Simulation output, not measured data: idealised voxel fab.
process module | voxel transistor to metal
cross-section cut | 185 nm wide | cells 5 nm
A cross-section is a grid of square cells, given in bands from the top down. A band is one or more rows of cells.
Each band's line starts with the height of the band's top and of its bottom, in nm. Then come its materials from left to right, each with its width in nm. One material with "throughout" fills the band from edge to edge. "air" is empty space.
Height 0 is the level under which the wafer as received is all one material. The lowest band goes on downwards, as in "0 down".
A width such as "30 to 40" changes by the same amount from each row of cells to the next, from the band's top row to its bottom row.
"no change" after a step means that no cell of the cross-section changed.
closed voids: empty space of 8 cells or more with no open way to the top, each as width x height at its distance from the left edge, in nm
after a step's settings: what the simulator itself notes on the step
overlay nm, on a step with a mask: how far to the right of its planned place the mask lay; to the left if negative
plan
1 op RECEIVE | material Si
2 op CONFORMAL_DEP | material SiO2 | thk nm 5
3 op CONFORMAL_DEP | material SiN | thk nm 10
4 op DIRECTIONAL_DEP | material aC | thk nm 15
5 op PATTERN | tone cover | mask id ACTIVE | material resist | width nm 100 | thk nm 30 | overlay nm 0
6 op DIRECTIONAL_ETCH | etch materials aC | depth nm 15
7 op STRIP | etch materials resist
8 op DIRECTIONAL_ETCH | etch materials SiN | depth nm 10
9 op DIRECTIONAL_ETCH | etch materials SiO2 | depth nm 5
10 op DIRECTIONAL_ETCH | etch materials Si | depth nm 30
11 op STRIP | etch materials aC
12 op FILL_DEP | material SiO2 | thk nm 15
13 op CMP | height nm 15
14 op SELECTIVE_ETCH | etch materials SiO2 | depth nm 10
15 op STRIP | etch materials SiN
16 op SELECTIVE_ETCH | etch materials SiO2 | depth nm 5
17 op OXIDIZE | depth nm 5
18 op DIRECTIONAL_DEP | material polySi | thk nm 25
19 op DIRECTIONAL_DEP | material SiCN | thk nm 10
20 op DIRECTIONAL_DEP | material aC | thk nm 15
21 op PATTERN | tone cover | mask id GATE | material resist | width nm 20 | thk nm 35 | overlay nm 0
22 op DIRECTIONAL_ETCH | etch materials aC | depth nm 15
23 op STRIP | etch materials resist
24 op DIRECTIONAL_ETCH | etch materials SiCN | depth nm 20
25 op DIRECTIONAL_ETCH | etch materials polySi | depth nm 35
26 op STRIP | etch materials aC
27 op CONFORMAL_DEP | material SiN | thk nm 10
28 op DIRECTIONAL_ETCH | etch materials SiN | depth nm 10
29 op DIRECTIONAL_ETCH | etch materials SiO2 | depth nm 5
30 op DIRECTIONAL_ETCH | etch materials Si | depth nm 10
31 op EPI | material SiGe | thk nm 15
32 op FILL_DEP | material SiO2 | thk nm 5
33 op CMP | height nm 35
34 op DIRECTIONAL_DEP | material SiO2 | thk nm 10
35 op PATTERN | tone open | mask id CONTACT | material resist | width nm 30 | pitch nm 60 | thk nm 15 | overlay nm 0
36 op DIRECTIONAL_ETCH | etch materials SiO2 | depth nm 45
37 op STRIP | etch materials resist
38 op CONFORMAL_DEP | material TiN | thk nm 5
39 op FILL_DEP | material W | thk nm 10
40 op CMP | height nm 45
41 op CONFORMAL_DEP | material SiN | thk nm 5
42 op DIRECTIONAL_DEP | material SiO2 | thk nm 20
43 op MASKED_ETCH | tone open | mask id METAL_1 | width nm 15 | pitch nm 75 | etch materials SiO2 | depth nm 20 | overlay nm 0
44 op MASKED_ETCH | tone open | mask id METAL_1 | width nm 15 | pitch nm 75 | etch materials SiN | depth nm 5 | overlay nm 0
45 op CONFORMAL_DEP | material TiN | thk nm 5
46 op FILL_DEP | material Cu | thk nm 10
47 op CMP | height nm 70
48 op CONFORMAL_DEP | material SiCN | thk nm 5
49 op DIRECTIONAL_DEP | material SiO2 | thk nm 25
50 op PATTERN | tone open | mask id METAL_2 | material resist | width nm 15 | pitch nm 75 | thk nm 15 | overlay nm 0
51 op DIRECTIONAL_ETCH | etch materials SiO2 | depth nm 15
52 op STRIP | etch materials resist
53 op DIRECTIONAL_DEP | material aC | thk nm 15
54 op PATTERN | tone open | mask id METAL_2_HOLES | material resist | width nm 15 | pitch nm 75 | thk nm 35 | overlay nm 0
55 op DIRECTIONAL_ETCH | etch materials aC | depth nm 15
56 op STRIP | etch materials resist
57 op DIRECTIONAL_ETCH | etch materials SiO2 | depth nm 10
58 op DIRECTIONAL_ETCH | etch materials SiCN | depth nm 5
59 op STRIP | etch materials aC
60 op CONFORMAL_DEP | material TiN | thk nm 5
61 op FILL_DEP | material Cu | thk nm 10
62 op CMP | height nm 100
63 op CONFORMAL_DEP | material SiN | thk nm 5
first wafer, as planned
as received, after step 1
  0 down: Si throughout
  closed voids: none
after step 2
  5 to 0: SiO2 throughout
  below 0: unchanged
after step 3
  15 to 5: SiN throughout
  below 5: unchanged
after step 4
  30 to 15: aC throughout
  below 15: unchanged
after step 5
  60 to 30: air 40 | resist 100 | air 45
  below 30: unchanged
after step 6
  45 to 30: air 40 | resist 100 | air 45
  30 to 15: air 40 | aC 100 | air 45
  below 15: unchanged
after step 7
  30 to 15: air 40 | aC 100 | air 45
  below 15: unchanged
after step 8
  30 to 15: air 40 | aC 100 | air 45
  15 to 5: air 40 | SiN 100 | air 45
  below 5: unchanged
after step 9
  30 to 15: air 40 | aC 100 | air 45
  15 to 5: air 40 | SiN 100 | air 45
  5 to 0: air 40 | SiO2 100 | air 45
  below 0: unchanged
after step 10
  30 to 15: air 40 | aC 100 | air 45
  15 to 5: air 40 | SiN 100 | air 45
  5 to 0: air 40 | SiO2 100 | air 45
  0 to -30: air 40 | Si 100 | air 45
  below -30: unchanged
after step 11
  15 to 5: air 40 | SiN 100 | air 45
  below 5: unchanged
after step 12
  30 to 15: SiO2 throughout
  15 to 5: SiO2 40 | SiN 100 | SiO2 45
  5 to 0: SiO2 throughout
  0 to -30: SiO2 40 | Si 100 | SiO2 45
  below -30: unchanged
after step 13
  15 to 5: SiO2 40 | SiN 100 | SiO2 45
  below 5: unchanged
after step 14
  15 to 5: air 40 | SiN 100 | air 45
  below 5: unchanged
after step 15
  5 to 0: SiO2 throughout
  below 0: unchanged
after step 16
  0 to -30: SiO2 40 | Si 100 | SiO2 45
  below -30: unchanged
after step 17
  0 to -5: SiO2 throughout
  below -5: unchanged
after step 18
  25 to 0: polySi throughout
  below 0: unchanged
after step 19
  35 to 25: SiCN throughout
  below 25: unchanged
after step 20
  50 to 35: aC throughout
  below 35: unchanged
after step 21
  85 to 50: air 80 | resist 20 | air 85
  below 50: unchanged
after step 22
  70 to 50: air 80 | resist 20 | air 85
  50 to 35: air 80 | aC 20 | air 85
  below 35: unchanged
after step 23
  50 to 35: air 80 | aC 20 | air 85
  below 35: unchanged
after step 24
  50 to 35: air 80 | aC 20 | air 85
  35 to 25: air 80 | SiCN 20 | air 85
  below 25: unchanged
after step 25
  50 to 35: air 80 | aC 20 | air 85
  35 to 25: air 80 | SiCN 20 | air 85
  25 to 0: air 80 | polySi 20 | air 85
  below 0: unchanged
after step 26
  35 to 25: air 80 | SiCN 20 | air 85
  below 25: unchanged
after step 27
  45 to 35: air 70 | SiN 40 | air 75
  35 to 25: air 70 | SiN 10 | SiCN 20 | SiN 10 | air 75
  25 to 10: air 70 | SiN 10 | polySi 20 | SiN 10 | air 75
  10 to 0: SiN 80 | polySi 20 | SiN 85
  below 0: unchanged
after step 28
  35 to 25: air 70 | SiN 10 | SiCN 20 | SiN 10 | air 75
  25 to 0: air 70 | SiN 10 | polySi 20 | SiN 10 | air 75
  below 0: unchanged
after step 29
  35 to 25: air 70 | SiN 10 | SiCN 20 | SiN 10 | air 75
  25 to 0: air 70 | SiN 10 | polySi 20 | SiN 10 | air 75
  0 to -5: air 70 | SiO2 40 | air 75
  below -5: unchanged
after step 30
  35 to 25: air 70 | SiN 10 | SiCN 20 | SiN 10 | air 75
  25 to 0: air 70 | SiN 10 | polySi 20 | SiN 10 | air 75
  0 to -5: air 70 | SiO2 40 | air 75
  -5 to -15: SiO2 40 | air 30 | Si 40 | air 30 | SiO2 45
  below -15: unchanged
after step 31
  35 to 25: air 70 | SiN 10 | SiCN 20 | SiN 10 | air 75
  25 to 10: air 70 | SiN 10 | polySi 20 | SiN 10 | air 75
  10 to 0: air 55 | SiGe 15 | SiN 10 | polySi 20 | SiN 10 | SiGe 15 | air 60
  0 to -5: air 35 | SiGe 35 | SiO2 40 | SiGe 35 | air 40
  -5 to -15: SiO2 40 | SiGe 30 | Si 40 | SiGe 30 | SiO2 45
  below -15: unchanged
after step 32
  40 to 35: SiO2 throughout
  35 to 25: SiO2 70 | SiN 10 | SiCN 20 | SiN 10 | SiO2 75
  25 to 10: SiO2 70 | SiN 10 | polySi 20 | SiN 10 | SiO2 75
  10 to 0: SiO2 55 | SiGe 15 | SiN 10 | polySi 20 | SiN 10 | SiGe 15 | SiO2 60
  0 to -5: SiO2 35 | SiGe 35 | SiO2 40 | SiGe 35 | SiO2 40
  below -5: unchanged
after step 33
  35 to 25: SiO2 70 | SiN 10 | SiCN 20 | SiN 10 | SiO2 75
  below 25: unchanged
after step 34
  45 to 35: SiO2 throughout
  below 35: unchanged
after step 35
  60 to 45: resist 45 | air 30 | resist 30 | air 30 | resist 50
  below 45: unchanged
after step 36
  60 to 45: resist 45 | air 30 | resist 30 | air 30 | resist 50
  45 to 35: SiO2 45 | air 30 | SiO2 30 | air 30 | SiO2 50
  35 to 25: SiO2 45 | air 25 | SiN 10 | SiCN 20 | SiN 10 | air 25 | SiO2 50
  25 to 10: SiO2 45 | air 25 | SiN 10 | polySi 20 | SiN 10 | air 25 | SiO2 50
  10 to 0: SiO2 45 | air 10 | SiGe 15 | SiN 10 | polySi 20 | SiN 10 | SiGe 15 | air 10 | SiO2 50
  below 0: unchanged
after step 37
  45 to 35: SiO2 45 | air 30 | SiO2 30 | air 30 | SiO2 50
  below 35: unchanged
after step 38
  50 to 45: TiN 50 | air 20 | TiN 40 | air 20 | TiN 55
  45 to 35: SiO2 45 | TiN 5 | air 20 to 15 | TiN 5 to 10 | SiO2 30 | TiN 5 to 10 | air 20 to 15 | TiN 5 | SiO2 50
  35 to 25: SiO2 45 | TiN 5 | air 15 | TiN 5 | SiN 10 | SiCN 20 | SiN 10 | TiN 5 | air 15 | TiN 5 | SiO2 50
  25 to 15: SiO2 45 | TiN 5 | air 15 | TiN 5 | SiN 10 | polySi 20 | SiN 10 | TiN 5 | air 15 | TiN 5 | SiO2 50
  15 to 10: SiO2 45 | TiN 25 | SiN 10 | polySi 20 | SiN 10 | TiN 25 | SiO2 50
  10 to 0: SiO2 45 | TiN 10 | SiGe 15 | SiN 10 | polySi 20 | SiN 10 | SiGe 15 | TiN 10 | SiO2 50
  below 0: unchanged
after step 39
  60 to 50: W throughout
  50 to 45: TiN 50 | W 20 | TiN 40 | W 20 | TiN 55
  45 to 35: SiO2 45 | TiN 5 | W 20 to 15 | TiN 5 to 10 | SiO2 30 | TiN 5 to 10 | W 20 to 15 | TiN 5 | SiO2 50
  35 to 25: SiO2 45 | TiN 5 | W 15 | TiN 5 | SiN 10 | SiCN 20 | SiN 10 | TiN 5 | W 15 | TiN 5 | SiO2 50
  25 to 15: SiO2 45 | TiN 5 | W 15 | TiN 5 | SiN 10 | polySi 20 | SiN 10 | TiN 5 | W 15 | TiN 5 | SiO2 50
  below 15: unchanged
after step 40
  45 to 35: SiO2 45 | TiN 5 | W 20 to 15 | TiN 5 to 10 | SiO2 30 | TiN 5 to 10 | W 20 to 15 | TiN 5 | SiO2 50
  below 35: unchanged
after step 41
  50 to 45: SiN throughout
  below 45: unchanged
after step 42
  70 to 50: SiO2 throughout
  below 50: unchanged
after step 43
  70 to 50: SiO2 45 | air 15 | SiO2 60 | air 15 | SiO2 50
  below 50: unchanged
after step 44
  70 to 50: SiO2 45 | air 15 | SiO2 60 | air 15 | SiO2 50
  50 to 45: SiN 45 | air 15 | SiN 60 | air 15 | SiN 50
  below 45: unchanged
after step 45
  75 to 70: TiN 50 | air 5 | TiN 70 | air 5 | TiN 55
  70 to 50: SiO2 45 | TiN 5 | air 5 | TiN 5 | SiO2 60 | TiN 5 | air 5 | TiN 5 | SiO2 50
  50 to 45: SiN 45 | TiN 15 | SiN 60 | TiN 15 | SiN 50
  below 45: unchanged
after step 46
  85 to 75: Cu throughout
  75 to 70: TiN 50 | Cu 5 | TiN 70 | Cu 5 | TiN 55
  70 to 50: SiO2 45 | TiN 5 | Cu 5 | TiN 5 | SiO2 60 | TiN 5 | Cu 5 | TiN 5 | SiO2 50
  below 50: unchanged
after step 47
  70 to 50: SiO2 45 | TiN 5 | Cu 5 | TiN 5 | SiO2 60 | TiN 5 | Cu 5 | TiN 5 | SiO2 50
  below 50: unchanged
after step 48
  75 to 70: SiCN throughout
  below 70: unchanged
after step 49
  100 to 75: SiO2 throughout
  below 75: unchanged
after step 50
  115 to 100: resist 45 | air 15 | resist 60 | air 15 | resist 50
  below 100: unchanged
after step 51
  115 to 100: resist 45 | air 15 | resist 60 | air 15 | resist 50
  100 to 85: SiO2 45 | air 15 | SiO2 60 | air 15 | SiO2 50
  below 85: unchanged
after step 52
  100 to 85: SiO2 45 | air 15 | SiO2 60 | air 15 | SiO2 50
  below 85: unchanged
after step 53
  115 to 100: aC 45 | air 15 | aC 60 | air 15 | aC 50
  100 to 85: SiO2 45 | aC 15 | SiO2 60 | aC 15 | SiO2 50
  below 85: unchanged
after step 54
  150 to 115: resist 45 | air 15 | resist 60 | air 15 | resist 50
  below 115: unchanged
after step 55
  135 to 115: resist 45 | air 15 | resist 60 | air 15 | resist 50
  115 to 100: aC 45 | air 15 | aC 60 | air 15 | aC 50
  100 to 85: SiO2 45 | air 15 | SiO2 60 | air 15 | SiO2 50
  below 85: unchanged
after step 56
  115 to 100: aC 45 | air 15 | aC 60 | air 15 | aC 50
  below 100: unchanged
after step 57
  115 to 100: aC 45 | air 15 | aC 60 | air 15 | aC 50
  100 to 75: SiO2 45 | air 15 | SiO2 60 | air 15 | SiO2 50
  below 75: unchanged
after step 58
  115 to 100: aC 45 | air 15 | aC 60 | air 15 | aC 50
  100 to 75: SiO2 45 | air 15 | SiO2 60 | air 15 | SiO2 50
  75 to 70: SiCN 45 | air 15 | SiCN 60 | air 15 | SiCN 50
  below 70: unchanged
after step 59
  100 to 75: SiO2 45 | air 15 | SiO2 60 | air 15 | SiO2 50
  below 75: unchanged
after step 60
  105 to 100: TiN 50 | air 5 | TiN 70 | air 5 | TiN 55
  100 to 75: SiO2 45 | TiN 5 | air 5 | TiN 5 | SiO2 60 | TiN 5 | air 5 | TiN 5 | SiO2 50
  75 to 70: SiCN 45 | TiN 15 | SiCN 60 | TiN 15 | SiCN 50
  below 70: unchanged
after step 61
  115 to 105: Cu throughout
  105 to 100: TiN 50 | Cu 5 | TiN 70 | Cu 5 | TiN 55
  100 to 75: SiO2 45 | TiN 5 | Cu 5 | TiN 5 | SiO2 60 | TiN 5 | Cu 5 | TiN 5 | SiO2 50
  below 75: unchanged
after step 62
  100 to 75: SiO2 45 | TiN 5 | Cu 5 | TiN 5 | SiO2 60 | TiN 5 | Cu 5 | TiN 5 | SiO2 50
  below 75: unchanged
after step 63
  105 to 100: SiN throughout
  below 100: unchanged
second wafer: like start, like plan, one mistake. Through step 29 it matches the first wafer
when step 30 should have ended
  35 to 25: air 70 | SiN 10 | SiCN 20 | SiN 10 | air 75
  25 to 0: air 70 | SiN 10 | polySi 20 | SiN 10 | air 75
  0 to -5: air 70 | SiO2 40 | air 75
  -5 to -20: SiO2 40 | air 30 | Si 40 | air 30 | SiO2 45
  below -20: unchanged
when step 31 should have ended
  35 to 25: air 70 | SiN 10 | SiCN 20 | SiN 10 | air 75
  25 to 10: air 70 | SiN 10 | polySi 20 | SiN 10 | air 75
  10 to 0: air 55 | SiGe 15 | SiN 10 | polySi 20 | SiN 10 | SiGe 15 | air 60
  0 to -5: air 55 | SiGe 15 | SiO2 40 | SiGe 15 | air 60
  -5 to -20: SiO2 40 | SiGe 30 | Si 40 | SiGe 30 | SiO2 45
  below -20: unchanged
when step 32 should have ended
  40 to 35: SiO2 throughout
  35 to 25: SiO2 70 | SiN 10 | SiCN 20 | SiN 10 | SiO2 75
  25 to 10: SiO2 70 | SiN 10 | polySi 20 | SiN 10 | SiO2 75
  10 to 0: SiO2 55 | SiGe 15 | SiN 10 | polySi 20 | SiN 10 | SiGe 15 | SiO2 60
  0 to -5: SiO2 55 | SiGe 15 | SiO2 40 | SiGe 15 | SiO2 60
  below -5: unchanged
when step 33 should have ended
  35 to 25: SiO2 70 | SiN 10 | SiCN 20 | SiN 10 | SiO2 75
  below 25: unchanged
when step 34 should have ended
  45 to 35: SiO2 throughout
  below 35: unchanged
when step 35 should have ended
  60 to 45: resist 45 | air 30 | resist 30 | air 30 | resist 50
  below 45: unchanged
when step 36 should have ended
  60 to 45: resist 45 | air 30 | resist 30 | air 30 | resist 50
  45 to 35: SiO2 45 | air 30 | SiO2 30 | air 30 | SiO2 50
  35 to 25: SiO2 45 | air 25 | SiN 10 | SiCN 20 | SiN 10 | air 25 | SiO2 50
  25 to 10: SiO2 45 | air 25 | SiN 10 | polySi 20 | SiN 10 | air 25 | SiO2 50
  10 to 0: SiO2 45 | air 10 | SiGe 15 | SiN 10 | polySi 20 | SiN 10 | SiGe 15 | air 10 | SiO2 50
  below 0: unchanged
when step 37 should have ended
  45 to 35: SiO2 45 | air 30 | SiO2 30 | air 30 | SiO2 50
  below 35: unchanged
when step 38 should have ended
  50 to 45: TiN 50 | air 20 | TiN 40 | air 20 | TiN 55
  45 to 35: SiO2 45 | TiN 5 | air 20 to 15 | TiN 5 to 10 | SiO2 30 | TiN 5 to 10 | air 20 to 15 | TiN 5 | SiO2 50
  35 to 25: SiO2 45 | TiN 5 | air 15 | TiN 5 | SiN 10 | SiCN 20 | SiN 10 | TiN 5 | air 15 | TiN 5 | SiO2 50
  25 to 15: SiO2 45 | TiN 5 | air 15 | TiN 5 | SiN 10 | polySi 20 | SiN 10 | TiN 5 | air 15 | TiN 5 | SiO2 50
  15 to 10: SiO2 45 | TiN 25 | SiN 10 | polySi 20 | SiN 10 | TiN 25 | SiO2 50
  10 to 0: SiO2 45 | TiN 10 | SiGe 15 | SiN 10 | polySi 20 | SiN 10 | SiGe 15 | TiN 10 | SiO2 50
  below 0: unchanged
when step 39 should have ended
  60 to 50: W throughout
  50 to 45: TiN 50 | W 20 | TiN 40 | W 20 | TiN 55
  45 to 35: SiO2 45 | TiN 5 | W 20 to 15 | TiN 5 to 10 | SiO2 30 | TiN 5 to 10 | W 20 to 15 | TiN 5 | SiO2 50
  35 to 25: SiO2 45 | TiN 5 | W 15 | TiN 5 | SiN 10 | SiCN 20 | SiN 10 | TiN 5 | W 15 | TiN 5 | SiO2 50
  25 to 15: SiO2 45 | TiN 5 | W 15 | TiN 5 | SiN 10 | polySi 20 | SiN 10 | TiN 5 | W 15 | TiN 5 | SiO2 50
  below 15: unchanged
when step 40 should have ended
  45 to 35: SiO2 45 | TiN 5 | W 20 to 15 | TiN 5 to 10 | SiO2 30 | TiN 5 to 10 | W 20 to 15 | TiN 5 | SiO2 50
  below 35: unchanged
when step 41 should have ended
  50 to 45: SiN throughout
  below 45: unchanged
when step 42 should have ended
  70 to 50: SiO2 throughout
  below 50: unchanged
when step 43 should have ended
  70 to 50: SiO2 45 | air 15 | SiO2 60 | air 15 | SiO2 50
  below 50: unchanged
when step 44 should have ended
  70 to 50: SiO2 45 | air 15 | SiO2 60 | air 15 | SiO2 50
  50 to 45: SiN 45 | air 15 | SiN 60 | air 15 | SiN 50
  below 45: unchanged
when step 45 should have ended
  75 to 70: TiN 50 | air 5 | TiN 70 | air 5 | TiN 55
  70 to 50: SiO2 45 | TiN 5 | air 5 | TiN 5 | SiO2 60 | TiN 5 | air 5 | TiN 5 | SiO2 50
  50 to 45: SiN 45 | TiN 15 | SiN 60 | TiN 15 | SiN 50
  below 45: unchanged
when step 46 should have ended
  85 to 75: Cu throughout
  75 to 70: TiN 50 | Cu 5 | TiN 70 | Cu 5 | TiN 55
  70 to 50: SiO2 45 | TiN 5 | Cu 5 | TiN 5 | SiO2 60 | TiN 5 | Cu 5 | TiN 5 | SiO2 50
  below 50: unchanged
when step 47 should have ended
  70 to 50: SiO2 45 | TiN 5 | Cu 5 | TiN 5 | SiO2 60 | TiN 5 | Cu 5 | TiN 5 | SiO2 50
  below 50: unchanged
when step 48 should have ended
  75 to 70: SiCN throughout
  below 70: unchanged
when step 49 should have ended
  100 to 75: SiO2 throughout
  below 75: unchanged
when step 50 should have ended
  115 to 100: resist 45 | air 15 | resist 60 | air 15 | resist 50
  below 100: unchanged
when step 51 should have ended
  115 to 100: resist 45 | air 15 | resist 60 | air 15 | resist 50
  100 to 85: SiO2 45 | air 15 | SiO2 60 | air 15 | SiO2 50
  below 85: unchanged
when step 52 should have ended
  100 to 85: SiO2 45 | air 15 | SiO2 60 | air 15 | SiO2 50
  below 85: unchanged
when step 53 should have ended
  115 to 100: aC 45 | air 15 | aC 60 | air 15 | aC 50
  100 to 85: SiO2 45 | aC 15 | SiO2 60 | aC 15 | SiO2 50
  below 85: unchanged
when step 54 should have ended
  150 to 115: resist 45 | air 15 | resist 60 | air 15 | resist 50
  below 115: unchanged
when step 55 should have ended
  135 to 115: resist 45 | air 15 | resist 60 | air 15 | resist 50
  115 to 100: aC 45 | air 15 | aC 60 | air 15 | aC 50
  100 to 85: SiO2 45 | air 15 | SiO2 60 | air 15 | SiO2 50
  below 85: unchanged
when step 56 should have ended
  115 to 100: aC 45 | air 15 | aC 60 | air 15 | aC 50
  below 100: unchanged
when step 57 should have ended
  115 to 100: aC 45 | air 15 | aC 60 | air 15 | aC 50
  100 to 75: SiO2 45 | air 15 | SiO2 60 | air 15 | SiO2 50
  below 75: unchanged
when step 58 should have ended
  115 to 100: aC 45 | air 15 | aC 60 | air 15 | aC 50
  100 to 75: SiO2 45 | air 15 | SiO2 60 | air 15 | SiO2 50
  75 to 70: SiCN 45 | air 15 | SiCN 60 | air 15 | SiCN 50
  below 70: unchanged
when step 59 should have ended
  100 to 75: SiO2 45 | air 15 | SiO2 60 | air 15 | SiO2 50
  below 75: unchanged
when step 60 should have ended
  105 to 100: TiN 50 | air 5 | TiN 70 | air 5 | TiN 55
  100 to 75: SiO2 45 | TiN 5 | air 5 | TiN 5 | SiO2 60 | TiN 5 | air 5 | TiN 5 | SiO2 50
  75 to 70: SiCN 45 | TiN 15 | SiCN 60 | TiN 15 | SiCN 50
  below 70: unchanged
when step 61 should have ended
  115 to 105: Cu throughout
  105 to 100: TiN 50 | Cu 5 | TiN 70 | Cu 5 | TiN 55
  100 to 75: SiO2 45 | TiN 5 | Cu 5 | TiN 5 | SiO2 60 | TiN 5 | Cu 5 | TiN 5 | SiO2 50
  below 75: unchanged
when step 62 should have ended
  100 to 75: SiO2 45 | TiN 5 | Cu 5 | TiN 5 | SiO2 60 | TiN 5 | Cu 5 | TiN 5 | SiO2 50
  below 75: unchanged
when step 63 should have ended
  105 to 100: SiN throughout
  below 100: unchanged
what went wrong: step 30 ran as: op DIRECTIONAL_ETCH | etch materials Si | depth nm 15
at the end the second wafer has, in cells: 12 fewer of Si | 4 more of SiGe | 8 more of SiO2
